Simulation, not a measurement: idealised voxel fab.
process module | voxel wiring stack
cross-section cut | 160 nm wide | cells 5 nm
A cross-section is a grid of square cells, given in bands from the top down. A band is one or more rows of cells.
Each band's line starts with the height of the band's top and of its bottom, in nm. Then come its materials from left to right, each with its width in nm. One material with "throughout" fills the band from edge to edge. "air" is empty space.
Height 0 is the level under which the wafer as received is all one material. The lowest band goes on downwards, as in "0 down".
A width such as "30 to 40" changes by the same amount from each row of cells to the next, from the band's top row to its bottom row.
"no change" after a step means that no cell of the cross-section changed.
closed voids: empty space of 8 cells or more with no open way to the top, each as width x height at its distance from the left edge, in nm
after a step's settings: what the simulator itself notes on the step
overlay nm, on a step with a mask: how far to the right of its planned place the mask lay; to the left if negative
plan
1 op RECEIVE | material Si
2 op CONFORMAL_DEP | material SiO2 | thk nm 10
3 op DIRECTIONAL_DEP | material TiN | thk nm 5
4 op DIRECTIONAL_DEP | material W | thk nm 15
5 op PATTERN | tone cover | mask id METAL_1 | material resist | width nm 20 | pitch nm 35 | thk nm 15 | overlay nm 0
6 op DIRECTIONAL_ETCH | etch materials W | depth nm 15
7 op DIRECTIONAL_ETCH | etch materials TiN | depth nm 5
8 op STRIP | etch materials resist
9 op CONFORMAL_DEP | material SiCN | thk nm 5
10 op FILL_DEP | material lowk | thk nm 5
11 op CMP | height nm 30
12 op CONFORMAL_DEP | material SiCN | thk nm 5
13 op DIRECTIONAL_DEP | material lowk | thk nm 35
14 op DIRECTIONAL_DEP | material aC | thk nm 10
15 op PATTERN | tone open | mask id METAL_2 | material resist | width nm 20 | pitch nm 35 | thk nm 30 | overlay nm 0
16 op DIRECTIONAL_ETCH | etch materials aC | depth nm 10
17 op STRIP | etch materials resist
18 op DIRECTIONAL_ETCH | etch materials lowk | depth nm 20
19 op STRIP | etch materials aC
20 op DIRECTIONAL_DEP | material aC | thk nm 10
21 op PATTERN | tone open | mask id METAL_2_HOLES | material resist | width nm 15 | thk nm 30 | overlay nm 0
22 op DIRECTIONAL_ETCH | etch materials aC | depth nm 10
23 op STRIP | etch materials resist
24 op DIRECTIONAL_ETCH | etch materials lowk | depth nm 15
25 op DIRECTIONAL_ETCH | etch materials SiCN | depth nm 5
26 op STRIP | etch materials aC
27 op CONFORMAL_DEP | material TiN | thk nm 5
28 op FILL_DEP | material Cu | thk nm 10
29 op CMP | height nm 70
30 op CONFORMAL_DEP | material SiCN | thk nm 5
31 op DIRECTIONAL_DEP | material SiO2 | thk nm 25
32 op DIRECTIONAL_DEP | material aC | thk nm 10
33 op PATTERN | tone open | mask id METAL_3_HOLES | material resist | width nm 15 | pitch nm 35 | thk nm 30 | overlay nm 0
34 op DIRECTIONAL_ETCH | etch materials aC | depth nm 10
35 op STRIP | etch materials resist
36 op DIRECTIONAL_ETCH | etch materials SiO2 | depth nm 25
37 op STRIP | etch materials aC
38 op PATTERN | tone open | mask id METAL_3 | material resist | width nm 20 | pitch nm 35 | thk nm 15 | overlay nm 0
39 op DIRECTIONAL_ETCH | etch materials SiO2 | depth nm 15
40 op DIRECTIONAL_ETCH | etch materials SiCN | depth nm 5
41 op STRIP | etch materials resist
42 op CONFORMAL_DEP | material TiN | thk nm 5
43 op FILL_DEP | material Ru | thk nm 5
44 op CMP | height nm 100
45 op CONFORMAL_DEP | material SiCN | thk nm 5
first wafer, as planned
as received, after step 1
  0 down: Si throughout
  closed voids: none
after step 2
  10 to 0: SiO2 throughout
  below 0: unchanged
after step 3
  15 to 10: TiN throughout
  below 10: unchanged
after step 4
  30 to 15: W throughout
  below 15: unchanged
after step 5
  45 to 30: air 50 | resist 20 | air 15 | resist 20 | air 55
  below 30: unchanged
after step 6
  45 to 30: air 50 | resist 20 | air 15 | resist 20 | air 55
  30 to 15: air 50 | W 20 | air 15 | W 20 | air 55
  below 15: unchanged
after step 7
  45 to 30: air 50 | resist 20 | air 15 | resist 20 | air 55
  30 to 15: air 50 | W 20 | air 15 | W 20 | air 55
  15 to 10: air 50 | TiN 20 | air 15 | TiN 20 | air 55
  below 10: unchanged
after step 8
  30 to 15: air 50 | W 20 | air 15 | W 20 | air 55
  below 15: unchanged
after step 9
  35 to 30: air 45 | SiCN 30 | air 5 | SiCN 30 | air 50
  30 to 15: air 45 | SiCN 5 | W 20 | SiCN 5 | air 5 | SiCN 5 | W 20 | SiCN 5 | air 50
  15 to 10: SiCN 50 | TiN 20 | SiCN 15 | TiN 20 | SiCN 55
  below 10: unchanged
after step 10
  40 to 35: lowk throughout
  35 to 30: lowk 45 | SiCN 30 | lowk 5 | SiCN 30 | lowk 50
  30 to 15: lowk 45 | SiCN 5 | W 20 | SiCN 5 | lowk 5 | SiCN 5 | W 20 | SiCN 5 | lowk 50
  below 15: unchanged
after step 11
  30 to 15: lowk 45 | SiCN 5 | W 20 | SiCN 5 | lowk 5 | SiCN 5 | W 20 | SiCN 5 | lowk 50
  below 15: unchanged
after step 12
  35 to 30: SiCN throughout
  below 30: unchanged
after step 13
  70 to 35: lowk throughout
  below 35: unchanged
after step 14
  80 to 70: aC throughout
  below 70: unchanged
after step 15
  110 to 80: resist 50 | air 20 | resist 15 | air 20 | resist 55
  below 80: unchanged
after step 16
  100 to 80: resist 50 | air 20 | resist 15 | air 20 | resist 55
  80 to 70: aC 50 | air 20 | aC 15 | air 20 | aC 55
  below 70: unchanged
after step 17
  80 to 70: aC 50 | air 20 | aC 15 | air 20 | aC 55
  below 70: unchanged
after step 18
  80 to 70: aC 50 | air 20 | aC 15 | air 20 | aC 55
  70 to 50: lowk 50 | air 20 | lowk 15 | air 20 | lowk 55
  below 50: unchanged
after step 19
  70 to 50: lowk 50 | air 20 | lowk 15 | air 20 | lowk 55
  below 50: unchanged
after step 20
  80 to 70: aC 50 | air 20 | aC 15 | air 20 | aC 55
  70 to 60: lowk 50 | air 20 | lowk 15 | air 20 | lowk 55
  60 to 50: lowk 50 | aC 20 | lowk 15 | aC 20 | lowk 55
  below 50: unchanged
after step 21
  110 to 80: resist 50 | air 15 | resist 95
  80 to 70: aC 50 | air 15 | resist 5 | aC 15 | resist 20 | aC 55
  70 to 60: lowk 50 | air 15 | resist 5 | lowk 15 | resist 20 | lowk 55
  below 60: unchanged
after step 22
  100 to 80: resist 50 | air 15 | resist 95
  80 to 70: aC 50 | air 15 | resist 5 | aC 15 | resist 20 | aC 55
  70 to 60: lowk 50 | air 15 | resist 5 | lowk 15 | resist 20 | lowk 55
  60 to 50: lowk 50 | air 15 | aC 5 | lowk 15 | aC 20 | lowk 55
  below 50: unchanged
after step 23
  80 to 70: aC 50 | air 20 | aC 15 | air 20 | aC 55
  70 to 60: lowk 50 | air 20 | lowk 15 | air 20 | lowk 55
  below 60: unchanged
after step 24
  80 to 70: aC 50 | air 20 | aC 15 | air 20 | aC 55
  70 to 60: lowk 50 | air 20 | lowk 15 | air 20 | lowk 55
  60 to 50: lowk 50 | air 15 | aC 5 | lowk 15 | aC 20 | lowk 55
  50 to 35: lowk 50 | air 15 | lowk 95
  below 35: unchanged
after step 25
  80 to 70: aC 50 | air 20 | aC 15 | air 20 | aC 55
  70 to 60: lowk 50 | air 20 | lowk 15 | air 20 | lowk 55
  60 to 50: lowk 50 | air 15 | aC 5 | lowk 15 | aC 20 | lowk 55
  50 to 35: lowk 50 | air 15 | lowk 95
  35 to 30: SiCN 50 | air 15 | SiCN 95
  below 30: unchanged
after step 26
  70 to 50: lowk 50 | air 20 | lowk 15 | air 20 | lowk 55
  below 50: unchanged
after step 27
  75 to 70: TiN 55 | air 10 | TiN 25 | air 10 | TiN 60
  70 to 55: lowk 50 | TiN 5 | air 10 | TiN 5 | lowk 15 | TiN 5 | air 10 | TiN 5 | lowk 55
  55 to 50: lowk 50 | TiN 5 | air 5 | TiN 10 | lowk 15 | TiN 20 | lowk 55
  50 to 35: lowk 50 | TiN 5 | air 5 | TiN 5 | lowk 95
  35 to 30: SiCN 50 | TiN 15 | SiCN 95
  below 30: unchanged
after step 28
  85 to 75: Cu throughout
  75 to 70: TiN 55 | Cu 10 | TiN 25 | Cu 10 | TiN 60
  70 to 55: lowk 50 | TiN 5 | Cu 10 | TiN 5 | lowk 15 | TiN 5 | Cu 10 | TiN 5 | lowk 55
  55 to 50: lowk 50 | TiN 5 | Cu 5 | TiN 10 | lowk 15 | TiN 20 | lowk 55
  50 to 35: lowk 50 | TiN 5 | Cu 5 | TiN 5 | lowk 95
  below 35: unchanged
after step 29
  70 to 55: lowk 50 | TiN 5 | Cu 10 | TiN 5 | lowk 15 | TiN 5 | Cu 10 | TiN 5 | lowk 55
  below 55: unchanged
after step 30
  75 to 70: SiCN throughout
  below 70: unchanged
after step 31
  100 to 75: SiO2 throughout
  below 75: unchanged
after step 32
  110 to 100: aC throughout
  below 100: unchanged
after step 33
  140 to 110: resist 50 | air 15 | resist 20 | air 15 | resist 60
  below 110: unchanged
after step 34
  130 to 110: resist 50 | air 15 | resist 20 | air 15 | resist 60
  110 to 100: aC 50 | air 15 | aC 20 | air 15 | aC 60
  below 100: unchanged
after step 35
  110 to 100: aC 50 | air 15 | aC 20 | air 15 | aC 60
  below 100: unchanged
after step 36
  110 to 100: aC 50 | air 15 | aC 20 | air 15 | aC 60
  100 to 75: SiO2 50 | air 15 | SiO2 20 | air 15 | SiO2 60
  below 75: unchanged
after step 37
  100 to 75: SiO2 50 | air 15 | SiO2 20 | air 15 | SiO2 60
  below 75: unchanged
after step 38
  115 to 100: resist 50 | air 20 | resist 15 | air 20 | resist 55
  below 100: unchanged
after step 39
  115 to 100: resist 50 | air 20 | resist 15 | air 20 | resist 55
  100 to 85: SiO2 50 | air 20 | SiO2 15 | air 20 | SiO2 55
  below 85: unchanged
after step 40
  115 to 100: resist 50 | air 20 | resist 15 | air 20 | resist 55
  100 to 85: SiO2 50 | air 20 | SiO2 15 | air 20 | SiO2 55
  85 to 75: SiO2 50 | air 15 | SiO2 20 | air 15 | SiO2 60
  75 to 70: SiCN 50 | air 15 | SiCN 20 | air 15 | SiCN 60
  below 70: unchanged
after step 41
  100 to 85: SiO2 50 | air 20 | SiO2 15 | air 20 | SiO2 55
  below 85: unchanged
after step 42
  105 to 100: TiN 55 | air 10 | TiN 25 | air 10 | TiN 60
  100 to 90: SiO2 50 | TiN 5 | air 10 | TiN 5 | SiO2 15 | TiN 5 | air 10 | TiN 5 | SiO2 55
  90 to 85: SiO2 50 | TiN 5 | air 5 | TiN 10 | SiO2 15 | TiN 5 | air 5 | TiN 10 | SiO2 55
  85 to 75: SiO2 50 | TiN 5 | air 5 | TiN 5 | SiO2 20 | TiN 5 | air 5 | TiN 5 | SiO2 60
  75 to 70: SiCN 50 | TiN 15 | SiCN 20 | TiN 15 | SiCN 60
  below 70: unchanged
after step 43
  110 to 105: Ru throughout
  105 to 100: TiN 55 | Ru 10 | TiN 25 | Ru 10 | TiN 60
  100 to 90: SiO2 50 | TiN 5 | Ru 10 | TiN 5 | SiO2 15 | TiN 5 | Ru 10 | TiN 5 | SiO2 55
  90 to 85: SiO2 50 | TiN 5 | Ru 5 | TiN 10 | SiO2 15 | TiN 5 | Ru 5 | TiN 10 | SiO2 55
  85 to 75: SiO2 50 | TiN 5 | Ru 5 | TiN 5 | SiO2 20 | TiN 5 | Ru 5 | TiN 5 | SiO2 60
  below 75: unchanged
after step 44
  100 to 90: SiO2 50 | TiN 5 | Ru 10 | TiN 5 | SiO2 15 | TiN 5 | Ru 10 | TiN 5 | SiO2 55
  below 90: unchanged
after step 45
  105 to 100: SiCN throughout
  below 100: unchanged
second wafer: like start, like plan, one mistake. Through step 20 it matches the first wafer
when step 21 should have ended
  110 to 80: air 50 | resist 15 | air 95
  80 to 70: aC 50 | resist 15 | air 5 | aC 15 | air 20 | aC 55
  70 to 60: lowk 50 | resist 15 | air 5 | lowk 15 | air 20 | lowk 55
  below 60: unchanged
when step 22 should have ended
  100 to 70: air 50 | resist 15 | air 95
  70 to 60: lowk 50 | resist 15 | air 5 | lowk 15 | air 20 | lowk 55
  60 to 50: lowk 50 | aC 15 | air 5 | lowk 15 | air 20 | lowk 55
  below 50: unchanged
when step 23 should have ended
  70 to 60: lowk 50 | air 20 | lowk 15 | air 20 | lowk 55
  below 60: unchanged
when step 24 should have ended
  60 to 55: air 50 | aC 15 | air 95
  55 to 50: lowk 50 | aC 15 | air 5 | lowk 15 | air 20 | lowk 55
  50 to 35: lowk 65 | air 5 | lowk 15 | air 20 | lowk 55
  below 35: unchanged
when step 25 should have ended
  60 to 55: air 50 | aC 15 | air 95
  55 to 50: lowk 50 | aC 15 | air 5 | lowk 15 | air 20 | lowk 55
  50 to 35: lowk 65 | air 5 | lowk 15 | air 20 | lowk 55
  35 to 30: SiCN 65 | air 5 | SiCN 15 | air 20 | SiCN 55
  below 30: unchanged
when step 26 should have ended
  55 to 50: lowk 50 | air 20 | lowk 15 | air 20 | lowk 55
  below 50: unchanged
when step 27 should have ended
  60 to 55: TiN 55 | air 10 | TiN 25 | air 10 | TiN 60
  55 to 50: lowk 50 | TiN 20 | lowk 15 | TiN 5 | air 10 | TiN 5 | lowk 55
  50 to 35: lowk 65 | TiN 5 | lowk 15 | TiN 5 | air 10 | TiN 5 | lowk 55
  35 to 30: SiCN 65 | TiN 5 | SiCN 15 | TiN 20 | SiCN 55
  below 30: unchanged
when step 28 should have ended
  70 to 60: Cu throughout
  60 to 55: TiN 55 | Cu 10 | TiN 25 | Cu 10 | TiN 60
  55 to 50: lowk 50 | TiN 20 | lowk 15 | TiN 5 | Cu 10 | TiN 5 | lowk 55
  50 to 35: lowk 65 | TiN 5 | lowk 15 | TiN 5 | Cu 10 | TiN 5 | lowk 55
  below 35: unchanged
when step 29 should have ended: no change
when step 30 should have ended
  75 to 70: SiCN throughout
  below 70: unchanged
when step 31 should have ended
  100 to 75: SiO2 throughout
  below 75: unchanged
when step 32 should have ended
  110 to 100: aC throughout
  below 100: unchanged
when step 33 should have ended
  140 to 110: resist 50 | air 15 | resist 20 | air 15 | resist 60
  below 110: unchanged
when step 34 should have ended
  130 to 110: resist 50 | air 15 | resist 20 | air 15 | resist 60
  110 to 100: aC 50 | air 15 | aC 20 | air 15 | aC 60
  below 100: unchanged
when step 35 should have ended
  110 to 100: aC 50 | air 15 | aC 20 | air 15 | aC 60
  below 100: unchanged
when step 36 should have ended
  110 to 100: aC 50 | air 15 | aC 20 | air 15 | aC 60
  100 to 75: SiO2 50 | air 15 | SiO2 20 | air 15 | SiO2 60
  below 75: unchanged
when step 37 should have ended
  100 to 75: SiO2 50 | air 15 | SiO2 20 | air 15 | SiO2 60
  below 75: unchanged
when step 38 should have ended
  115 to 100: resist 50 | air 20 | resist 15 | air 20 | resist 55
  below 100: unchanged
when step 39 should have ended
  115 to 100: resist 50 | air 20 | resist 15 | air 20 | resist 55
  100 to 85: SiO2 50 | air 20 | SiO2 15 | air 20 | SiO2 55
  below 85: unchanged
when step 40 should have ended
  115 to 100: resist 50 | air 20 | resist 15 | air 20 | resist 55
  100 to 85: SiO2 50 | air 20 | SiO2 15 | air 20 | SiO2 55
  85 to 75: SiO2 50 | air 15 | SiO2 20 | air 15 | SiO2 60
  75 to 70: SiCN 50 | air 15 | SiCN 20 | air 15 | SiCN 60
  below 70: unchanged
when step 41 should have ended
  100 to 85: SiO2 50 | air 20 | SiO2 15 | air 20 | SiO2 55
  below 85: unchanged
when step 42 should have ended
  105 to 100: TiN 55 | air 10 | TiN 25 | air 10 | TiN 60
  100 to 90: SiO2 50 | TiN 5 | air 10 | TiN 5 | SiO2 15 | TiN 5 | air 10 | TiN 5 | SiO2 55
  90 to 85: SiO2 50 | TiN 5 | air 5 | TiN 10 | SiO2 15 | TiN 5 | air 5 | TiN 10 | SiO2 55
  85 to 75: SiO2 50 | TiN 5 | air 5 | TiN 5 | SiO2 20 | TiN 5 | air 5 | TiN 5 | SiO2 60
  75 to 70: SiCN 50 | TiN 15 | SiCN 20 | TiN 15 | SiCN 60
  below 70: unchanged
when step 43 should have ended
  110 to 105: Ru throughout
  105 to 100: TiN 55 | Ru 10 | TiN 25 | Ru 10 | TiN 60
  100 to 90: SiO2 50 | TiN 5 | Ru 10 | TiN 5 | SiO2 15 | TiN 5 | Ru 10 | TiN 5 | SiO2 55
  90 to 85: SiO2 50 | TiN 5 | Ru 5 | TiN 10 | SiO2 15 | TiN 5 | Ru 5 | TiN 10 | SiO2 55
  85 to 75: SiO2 50 | TiN 5 | Ru 5 | TiN 5 | SiO2 20 | TiN 5 | Ru 5 | TiN 5 | SiO2 60
  below 75: unchanged
when step 44 should have ended
  100 to 90: SiO2 50 | TiN 5 | Ru 10 | TiN 5 | SiO2 15 | TiN 5 | Ru 10 | TiN 5 | SiO2 55
  below 90: unchanged
when step 45 should have ended
  105 to 100: SiCN throughout
  below 100: unchanged
what went wrong: step 21 ran as: op PATTERN | tone cover | mask id METAL_2_HOLES | material resist | width nm 15 | thk nm 30 | overlay nm 0
at the end the second wafer has, in cells: 60 more of Cu | 2 fewer of SiCN | 20 more of TiN | 78 fewer of lowk
